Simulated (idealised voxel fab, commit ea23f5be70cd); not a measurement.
Process module name: voxel self aligned vias
Section cut is 245 nm wide and gridded with 5 nm square cells.
In what follows, cross-sections appear as grids of square cells, described through bands that run from the top down, where every band is one or more rows of cells. This entry defines a band. It first specifies the height of the band's top and the height of its bottom in nm, and then specifies the band's materials from left to right, stating each material with its width in nm. The word "edge to edge" identifies a single material that fills the band from edge to edge, while the word "empty" identifies empty space. A quick word on heights: they are counted from 0, and under that level the wafer as it came to us is one material throughout. The lowest band is different from the rest in having no bottom; it simply continues downward, written as in "0 nm and below". Width spec "30 to 40" -> top row of cells at first value, bottom row at second value, equal per-row change in between. "remained unchanged", as given for a step, is the statement that not any cell of the cross-section underwent a change during that step. Empty spaces without an open route to the top, at least 8 cells in extent, make up the entry "Closed void entries"; each is given as width x height at distance, where the distance is measured from the left edge, and all are in nm. What comes after the settings on a step's line is commentary from the simulator itself on that step. overlay nm: right-of-plan distance of the mask on a masked step; negative values mean left-of-plan.
The planned process steps are enumerated hereunder:
| 1 | RECEIVE (material Si) |
| 2 | CONFORMAL_DEP (material SiO2; thk nm 15) |
| 3 | CONFORMAL_DEP (material SiCN; thk nm 5) |
| 4 | DIRECTIONAL_DEP (material SiO2; thk nm 20) |
| 5 | MASKED_ETCH (tone open; mask id LINES; width nm 25; pitch nm 60; etch materials SiO2; depth nm 20; overlay nm 0) |
| 6 | CONFORMAL_DEP (material TiN; thk nm 5) |
| 7 | FILL_DEP (material W; thk nm 10) |
| 8 | CMP (height nm 40) |
| 9 | SELECTIVE_ETCH (etch materials W Ru TiN; depth nm 10) |
| 10 | FILL_DEP (material SiN; thk nm 5) |
| 11 | CMP (height nm 40) |
| 12 | DIRECTIONAL_DEP (material SiO2; thk nm 15) |
| 13 | MASKED_ETCH (tone open; mask id VIAS; width nm 45; pitch nm 60; etch materials SiO2; depth nm 15; overlay nm 0) |
| 14 | MASKED_ETCH (tone open; mask id VIAS; width nm 45; pitch nm 60; etch materials SiN; depth nm 10; overlay nm 0) |
| 15 | CONFORMAL_DEP (material TiN; thk nm 5) |
| 16 | FILL_DEP (material Cu; thk nm 10) |
| 17 | CMP (height nm 55) |
| 18 | CONFORMAL_DEP (material SiCN; thk nm 5) |
Cross-section, incoming material, after step 1:
* 0 nm and below | Si edge to edge
* Closed void entries: none
Post-module cross-section: identical start and plan to those above, one misstep in execution:
* 60 nm to 55 nm | SiCN edge to edge
* 55 nm to 40 nm | SiO2: 70 / TiN: 10 / SiO2: 25 / TiN: 10 / SiO2: 15 / TiN: 10 / SiO2: 25 / TiN: 10 / SiO2: 70
* 40 nm to 30 nm | SiO2: 80 / SiN: 25 / SiO2: 35 / SiN: 25 / SiO2: 80
* 30 nm to 25 nm | SiO2: 80 / TiN: 5 / W: 15 / TiN: 5 / SiO2: 35 / TiN: 5 / W: 15 / TiN: 5 / SiO2: 80
* 25 nm to 20 nm | SiO2: 80 / TiN: 25 / SiO2: 35 / TiN: 25 / SiO2: 80
* 20 nm to 15 nm | SiCN edge to edge
* 15 nm to 0 nm | SiO2 edge to edge
* 0 nm and below | Si edge to edge
* Closed void entries: none
The plan and the run diverged here: step 12 ran in the slot meant for step 13, and vice versa
